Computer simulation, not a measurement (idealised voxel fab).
The following is a process module called voxel spacer lines.
Section shown: cut. Width: 200 nm. Cell size: 5 nm, square.
When this document writes out a cross-section, it uses a grid of square cells and lists it as bands, beginning at the top and moving down, with a band standing for one or more rows of cells. The entry gives the band's vertical extent as a top height and a bottom height in nm, then its horizontal make-up as materials from left to right, each with a width in nm. "blank" stands for empty space; a single material marked "edge to edge" fills the band edge to edge. Heights are measured from 0, the level below which the as-received wafer is all one material; the lowest band has no bottom and continues downward, written as in "top 0, no bottom". The width entry "30..40" should be interpreted row by row: the top row of cells in the band takes the first number, the bottom row takes the second number, and the change between adjacent rows is uniform throughout. Where a step carries "nothing changed", the cross-section came out of it unchanged, cell for cell. Enclosed voids (no open way to top), threshold 8 cells or more, entry "Closed void register", notation width x height at distance, distance from left edge, nm. It should be noted that, on the line of a given step, the content following the step's settings is a remark produced by the simulator itself with respect to that step. overlay nm: on a step with a mask, how far right of its planned place the mask lay; negative means left.
Set out below are the planned steps of the process
1 RECEIVE,material Si
2 CONFORMAL_DEP,material Al2O3,thk nm 10
3 DIRECTIONAL_DEP,material TiN,thk nm 20
4 DIRECTIONAL_DEP,material polySi,thk nm 30
5 PATTERN,tone cover,mask id MANDREL,material resist,width nm 20,pitch nm 60,thk nm 35,overlay nm 0
6 DIRECTIONAL_ETCH,etch materials polySi,depth nm 30
7 STRIP,etch materials resist
8 CONFORMAL_DEP,material SiO2,thk nm 10
9 DIRECTIONAL_ETCH,etch materials SiO2,depth nm 5
10 STRIP,etch materials polySi
11 DIRECTIONAL_ETCH,etch materials TiN,depth nm 20
12 STRIP,etch materials SiO2
13 FILL_DEP,material lowk,thk nm 5
14 CMP,height nm 30
Don't read the plan's depth nm for step 9 as applying to every wafer: that's the first wafer's value, and the wafers differ in it, though they all start identical.
Cross-section of the first of several received wafers, showing its state after step 1
	top 0, no bottom | Si edge to edge
	Closed void register: none
each wafer at the end: cells of each material gained (+) or lost (-) since it was received, then its closed voids
depth nm 5 | +80 Al2O3 | +160 TiN | Closed void register: none
depth nm 10 | +80 Al2O3 | +32 TiN | +128 lowk | Closed void register: none
depth nm 15 | +80 Al2O3 | +32 TiN | +128 lowk | Closed void register: none
depth nm 20 | +80 Al2O3 | +32 TiN | +128 lowk | Closed void register: none
depth nm 25 | +80 Al2O3 | +32 TiN | +128 lowk | Closed void register: none
